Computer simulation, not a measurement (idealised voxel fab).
process module | voxel air gaps
cross-section cut | 285 nm wide | cells 5 nm
A cross-section is a grid of square cells, given in bands from the top down. A band is one or more rows of cells.
Each band's line starts with the height of the band's top and of its bottom, in nm. Then come its materials from left to right, each with its width in nm. One material with "throughout" fills the band from edge to edge. "air" is empty space.
Height 0 is the level under which the wafer as received is all one material. The lowest band goes on downwards, as in "0 down".
A width such as "30 to 40" changes by the same amount from each row of cells to the next, from the band's top row to its bottom row.
"no change" after a step means that no cell of the cross-section changed.
closed voids: empty space of 8 cells or more with no open way to the top, each as width x height at its distance from the left edge, in nm
after a step's settings: what the simulator itself notes on the step
overlay nm, on a step with a mask: how far to the right of its planned place the mask lay; to the left if negative
plan
1 op RECEIVE | material Si
2 op CONFORMAL_DEP | material SiO2 | thk nm 10
3 op CONFORMAL_DEP | material SiN | thk nm 5
4 op DIRECTIONAL_DEP | material lowk | thk nm 40
5 op DIRECTIONAL_DEP | material aC | thk nm 10
6 op PATTERN | tone open | mask id LINES | material resist | width nm 15 | pitch nm 40 | thk nm 25 | overlay nm -15
7 op DIRECTIONAL_ETCH | etch materials aC | depth nm 10
8 op STRIP | etch materials resist
9 op DIRECTIONAL_ETCH | etch materials lowk | depth nm 40
10 op STRIP | etch materials aC
11 op CONFORMAL_DEP | material TiN | thk nm 5
12 op FILL_DEP | material Ru | thk nm 10
13 op CMP | height nm 55
14 op EPI | material Ru | thk nm 10
15 op SELECTIVE_ETCH | etch materials lowk | depth nm 50
16 op CONFORMAL_DEP | material SiN | thk nm 5
varied across the wafers: overlay nm of step 6. The plan shows the first wafer's value. All wafers start alike
first wafer as received, after step 1
  0 down: Si throughout
  closed voids: none
each wafer at the end: cells of each material gained (+) or lost (-) since it was received, then its closed voids
overlay nm -15 | +84 Ru | +214 SiN | +114 SiO2 | +68 TiN | closed voids: 15 x 30 at 80; 15 x 30 at 120; 15 x 30 at 160
overlay nm -10 | +84 Ru | +214 SiN | +114 SiO2 | +68 TiN | closed voids: 15 x 30 at 85; 15 x 30 at 125; 15 x 30 at 165
overlay nm -5 | +84 Ru | +214 SiN | +114 SiO2 | +68 TiN | closed voids: 15 x 30 at 90; 15 x 30 at 130; 15 x 30 at 170
overlay nm 0 | +84 Ru | +214 SiN | +114 SiO2 | +68 TiN | closed voids: 15 x 30 at 95; 15 x 30 at 135; 15 x 30 at 175
overlay nm 5 | +84 Ru | +214 SiN | +114 SiO2 | +68 TiN | closed voids: 15 x 30 at 100; 15 x 30 at 140; 15 x 30 at 180
overlay nm 10 | +84 Ru | +214 SiN | +114 SiO2 | +68 TiN | closed voids: 15 x 30 at 105; 15 x 30 at 145; 15 x 30 at 185
overlay nm 15 | +84 Ru | +214 SiN | +114 SiO2 | +68 TiN | closed voids: 15 x 30 at 110; 15 x 30 at 150; 15 x 30 at 190
